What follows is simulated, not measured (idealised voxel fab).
The following is a process module called voxel ribs on slabs.
It is cross-section cut that appears here, measuring 275 nm in width, its square cells being 5 nm in size.
Cross-section layout: square cells on a grid; listed as bands, top to bottom; a band spans one or more cell rows.
Top height, bottom height, nm. Materials left to right, width each, nm. Single material + "full width" = fills band edge to edge. "air" = empty.
Heights are measured from 0, the level below which the as-received wafer is all one material; the lowest band has no bottom and continues downward, written as in "top 0, no bottom".
It should be noted that a width expressed as "30->40" varies in equal increments from row to row of cells within the band, taking the value of the first number at the top row and that of the second number at the bottom row.
Step marked "nothing got changed"? Then no cell in the cross-section changed in it.
Heads up: "Enclosed void listing" only lists the empty pockets with no open path to the top that are 8 cells or more, and it writes them as width x height at distance, distance from the left edge, in nm.
Whatever follows a step's settings on its line is a remark the simulator itself makes about that step.
"overlay nm" answers the question of how far to the right of plan the mask lay on a step that has a mask, and when it is negative the answer is to the left.

Steps planned for the process
- 1: RECEIVE | material Si
- 2: DIRECTIONAL_DEP | material SiO2 | thk nm 20
- 3: DIRECTIONAL_DEP | material SiN | thk nm 20
- 4: MASKED_ETCH | tone cover | mask id RIB | width nm 25 | etch materials SiN | depth nm 10 | overlay nm 0
- 5: MASKED_ETCH | tone cover | mask id SLAB | width nm 55 | etch materials SiN | depth nm 10 | overlay nm 0
- 6: FILL_DEP | material SiO2 | thk nm 25
- 7: CMP | height nm 60
- 8: DIRECTIONAL_DEP | material TiN | thk nm 5
- 9: PATTERN | tone cover | mask id HEATER | material resist | width nm 35 | thk nm 20 | overlay nm 0
- 10: DIRECTIONAL_ETCH | etch materials TiN | depth nm 5
- 11: STRIP | etch materials resist
- 12: CONFORMAL_DEP | material SiN | thk nm 10

Here's what the wafer looked like in cross-section when it arrived - that's after step 1
top 0, no bottom = Si full width
Enclosed void listing: none

Figure: cross-sectional view of the wafer upon completion of the module, processed from the initial state and according to the plan depicted above, with one error introduced during execution
top 75, bottom 70 = 110 air / 55 SiN / 110 air
top 70, bottom 65 = SiN full width
top 65, bottom 60 = 120 SiN / 35 TiN / 120 SiN
top 60, bottom 40 = SiO2 full width
top 40, bottom 25 = 125 SiO2 / 25 SiN / 125 SiO2
top 25, bottom 20 = 110 SiO2 / 55 SiN / 110 SiO2
top 20, bottom 0 = SiO2 full width
top 0, no bottom = Si full width
Enclosed void listing: none
Want to know what went wrong? step 4 did not use the planned setting and instead ran as MASKED_ETCH | tone cover | mask id RIB | width nm 25 | etch materials SiN | depth nm 15 | overlay nm 0
